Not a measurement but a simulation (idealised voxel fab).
process module | voxel self aligned vias
cross-section cut | 220 nm wide | cells 5 nm
A cross-section is a grid of square cells, given in bands from the top down. A band is one or more rows of cells.
Each band's line starts with the height of the band's top and of its bottom, in nm. Then come its materials from left to right, each with its width in nm. One material with "throughout" fills the band from edge to edge. "air" is empty space.
Height 0 is the level under which the wafer as received is all one material. The lowest band goes on downwards, as in "0 down".
A width such as "30 to 40" changes by the same amount from each row of cells to the next, from the band's top row to its bottom row.
"no change" after a step means that no cell of the cross-section changed.
closed voids: empty space of 8 cells or more with no open way to the top, each as width x height at its distance from the left edge, in nm
after a step's settings: what the simulator itself notes on the step
overlay nm, on a step with a mask: how far to the right of its planned place the mask lay; to the left if negative
plan
1 op RECEIVE | material Si
2 op CONFORMAL_DEP | material SiO2 | thk nm 15
3 op CONFORMAL_DEP | material SiCN | thk nm 5
4 op DIRECTIONAL_DEP | material lowk | thk nm 20
5 op DIRECTIONAL_DEP | material aC | thk nm 10
6 op PATTERN | tone open | mask id LINES | material resist | width nm 25 | pitch nm 55 | thk nm 25 | overlay nm 0
7 op DIRECTIONAL_ETCH | etch materials aC | depth nm 10
8 op STRIP | etch materials resist
9 op DIRECTIONAL_ETCH | etch materials lowk | depth nm 20
10 op STRIP | etch materials aC
11 op CONFORMAL_DEP | material TiN | thk nm 5
12 op FILL_DEP | material W | thk nm 10
13 op CMP | height nm 40
14 op SELECTIVE_ETCH | etch materials W Ru TiN | depth nm 5
15 op FILL_DEP | material SiN | thk nm 10
16 op CMP | height nm 40
17 op DIRECTIONAL_DEP | material lowk | thk nm 20
18 op PATTERN | tone open | mask id VIAS | material resist | width nm 35 | pitch nm 110 | thk nm 15 | overlay nm 0
19 op DIRECTIONAL_ETCH | etch materials lowk | depth nm 20
20 op DIRECTIONAL_ETCH | etch materials SiN | depth nm 5
21 op STRIP | etch materials resist
22 op CONFORMAL_DEP | material TiN | thk nm 5
23 op FILL_DEP | material Cu | thk nm 10
24 op CMP | height nm 60
25 op CONFORMAL_DEP | material SiN | thk nm 5
as received, after step 1
  0 down: Si throughout
  closed voids: none
first wafer at the end, as planned
  65 to 60: SiN throughout
  60 to 45: lowk 35 | TiN 5 | Cu 25 | TiN 5 | lowk 75 | TiN 5 | Cu 25 | TiN 5 | lowk 40
  45 to 40: lowk 35 | TiN 10 | Cu 15 | TiN 10 | lowk 75 | TiN 10 | Cu 15 | TiN 10 | lowk 40
  40 to 35: lowk 40 | TiN 25 | lowk 30 | SiN 25 | lowk 30 | TiN 25 | lowk 45
  35 to 25: lowk 40 | TiN 5 | W 15 | TiN 5 | lowk 30 | TiN 5 | W 15 | TiN 5 | lowk 30 | TiN 5 | W 15 | TiN 5 | lowk 45
  25 to 20: lowk 40 | TiN 25 | lowk 30 | TiN 25 | lowk 30 | TiN 25 | lowk 45
  20 to 15: SiCN throughout
  15 to 0: SiO2 throughout
  0 down: Si throughout
  closed voids: none
second wafer at the end: like start, like plan, one mistake
  65 to 60: SiN throughout
  60 to 45: Cu 30 | TiN 5 | lowk 35 | TiN 5 | Cu 65 | TiN 5 | lowk 35 | TiN 5 | Cu 35
  45 to 40: TiN 35 | lowk 35 | TiN 30 | Cu 15 | TiN 30 | lowk 35 | TiN 40
  40 to 35: lowk 40 | SiN 25 | lowk 30 | TiN 25 | lowk 30 | SiN 25 | lowk 45
  35 to 25: lowk 40 | TiN 5 | W 15 | TiN 5 | lowk 30 | TiN 5 | W 15 | TiN 5 | lowk 30 | TiN 5 | W 15 | TiN 5 | lowk 45
  25 to 20: lowk 40 | TiN 25 | lowk 30 | TiN 25 | lowk 30 | TiN 25 | lowk 45
  20 to 15: SiCN throughout
  15 to 0: SiO2 throughout
  0 down: Si throughout
  closed voids: none
what went wrong: step 18 ran as: op PATTERN | tone cover | mask id VIAS | material resist | width nm 35 | pitch nm 110 | thk nm 15 | overlay nm 0
at the end the second wafer has, in cells: 45 more of Cu | 5 more of SiN | 14 more of TiN | 64 fewer of lowk
